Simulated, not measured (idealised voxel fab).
process module | voxel local oxidation
For reference, the cross-section in this document is cut, with width 270 nm and square cells of 5 nm.
When this document writes out a cross-section, it uses a grid of square cells and lists it as bands, beginning at the top and moving down, with a band standing for one or more rows of cells. What a band's entry tells you: where the top is and where the bottom is, as heights in nm, and after that what lies inside, material by material from left to right, each with its width in nm. Empty space is written as the word "blank", and a single material marked with the word "all across" occupies the band from edge to edge. Measure heights from 0. That's the level where, below it, the as-received wafer is all one material. The lowest band is bottomless and extends downward; write it as in "0 nm and below". The width entry "30->40" should be interpreted row by row: the top row of cells in the band takes the first number, the bottom row takes the second number, and the change between adjacent rows is uniform throughout. What does "remains unaltered" mean for a step? It means no cell of the cross-section changed in that step. For the entry "Voids, fully enclosed", the listed items are empty spaces with no open way to the top whose size is 8 cells or more; each item follows the pattern width x height at distance, where distance is from the left edge and all three are in nm. If you see something after the settings on a step's line, that's the simulator's own remark about that step. If you see "overlay nm" on a step's line and that step has a mask, it's telling you how far right of where it was planned the mask ended up; a negative number means it went left instead.
[These are the steps we planned for the process]
1. RECEIVE (material Si)
2. CONFORMAL_DEP (material SiO2; thk nm 5)
3. CONFORMAL_DEP (material SiN; thk nm 15)
4. PATTERN (tone cover; mask id ACTIVE; material resist; width nm 100; thk nm 20; overlay nm 0)
5. DIRECTIONAL_ETCH (etch materials SiN; depth nm 15)
6. STRIP (etch materials resist)
7. SELECTIVE_ETCH (etch materials SiO2; depth nm 5)
8. OXIDIZE (depth nm 10)
9. STRIP (etch materials SiN)
[Wafer, first of two, run as planned]
[Received-state cross-section, reflecting completion of step 1]
- 0 nm and below = Si all across
- Voids, fully enclosed: none
[The following cross-section depicts the wafer upon completion of step 2]
- 5 nm to 0 nm = SiO2 all across
- Below 0, the layers are the same as they were.
[The following cross-section depicts the wafer upon completion of step 3]
- 20 nm to 5 nm = SiN all across
- Below 5, the layers are the same as they were.
[The following cross-section depicts the wafer upon completion of step 4]
- 40 nm to 20 nm = 85 of blank, 100 of resist, 85 of blank
- Below 20, the layers are the same as they were.
[The following cross-section depicts the wafer upon completion of step 5]
- 40 nm to 20 nm = 85 of blank, 100 of resist, 85 of blank
- 20 nm to 5 nm = 85 of blank, 100 of SiN, 85 of blank
- Below 5, the layers are the same as they were.
[The following cross-section depicts the wafer upon completion of step 6]
- 20 nm to 5 nm = 85 of blank, 100 of SiN, 85 of blank
- Below 5, the layers are the same as they were.
[The following cross-section depicts the wafer upon completion of step 7]
- 20 nm to 5 nm = 85 of blank, 100 of SiN, 85 of blank
- 5 nm to 0 nm = 90 of blank, 90 of SiO2, 90 of blank
- Below 0, the layers are the same as they were.
[The following cross-section depicts the wafer upon completion of step 8]
- 20 nm to 5 nm = 85 of blank, 100 of SiN, 85 of blank
- 5 nm to 0 nm = 90 of blank, 90 of SiO2, 90 of blank
- 0 nm to -10 nm = 100 of SiO2, 70 of Si, 100 of SiO2
- Below -10, the layers are the same as they were.
[The following cross-section depicts the wafer upon completion of step 9]
- 5 nm to 0 nm = 90 of blank, 90 of SiO2, 90 of blank
- Below 0, the layers are the same as they were.
[Regarding the second of the two wafers: it shared the first wafer's starting condition and process plan, yet one error occurred during its execution. Its history coincides with that of the first wafer up to and including step 8]
What the second wafer looks like in cross-section when step 9 should have wrapped up: remains unaltered
Plan not followed: plan step 9 never ran because it was skipped
Wafer comparison, final, in cells, second relative to first, materials more or fewer: SiN: 60 more
